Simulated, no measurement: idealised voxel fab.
This is a process module. Its name is voxel lift off.
FYI the section here is cut, 190 nm wide, cells are 5 nm squares.
We lay out every cross-section as a grid of square cells and spell it out in bands from the top down, where one band means one or more rows of cells. Top, bottom (nm), then materials left to right with widths (nm); lone material tagged "edge to edge" fills the whole band edge to edge; "empty" = empty space. Where do heights start? At 0: under that level the wafer as delivered is made of one material only. And the lowest band has no floor; it just carries on downward, as in "0 and below". Width spec "30 to 40" -> top row of cells at first value, bottom row at second value, equal per-row change in between. Key: "nothing changed" - step with no changed cell in the cross-section. Voids not open to the top, 8 cells minimum: see "Completely sealed voids". Written width x height at distance; distance is from the left edge; nm. What comes after the settings on a step's line is commentary from the simulator itself on that step. A step's line can hold "overlay nm"; with a mask on that step, the setting says how far right of the planned place the mask lay, while a negative setting says it lay to the left.

## The steps planned for the process are as follows
1: RECEIVE,material Si
2: CONFORMAL_DEP,material SiN,thk nm 15
3: PATTERN,tone open,mask id LINES,material resist,width nm 30,pitch nm 50,thk nm 30,overlay nm 0
4: DIRECTIONAL_DEP,material Ru,thk nm 15
5: STRIP,etch materials resist
6: CONFORMAL_DEP,material SiO2,thk nm 5

## Wafer as received: cross-section following step 1
* 0 and below: Si edge to edge
* Completely sealed voids: none

## Cross-sectional result after module completion. Note: starting condition and plan are unchanged from above; one processing mistake was made
* 35 down to 20: empty 25 nm, then SiO2 40 nm, then empty 10 nm, then SiO2 40 nm, then empty 10 nm, then SiO2 40 nm, then empty 25 nm
* 20 down to 15: SiO2 edge to edge
* 15 down to 0: SiN edge to edge
* 0 and below: Si edge to edge
* Completely sealed voids: none
Error vs. plan: step 4 was not run as planned; what actually ran was DIRECTIONAL_DEP,material SiO2,thk nm 15
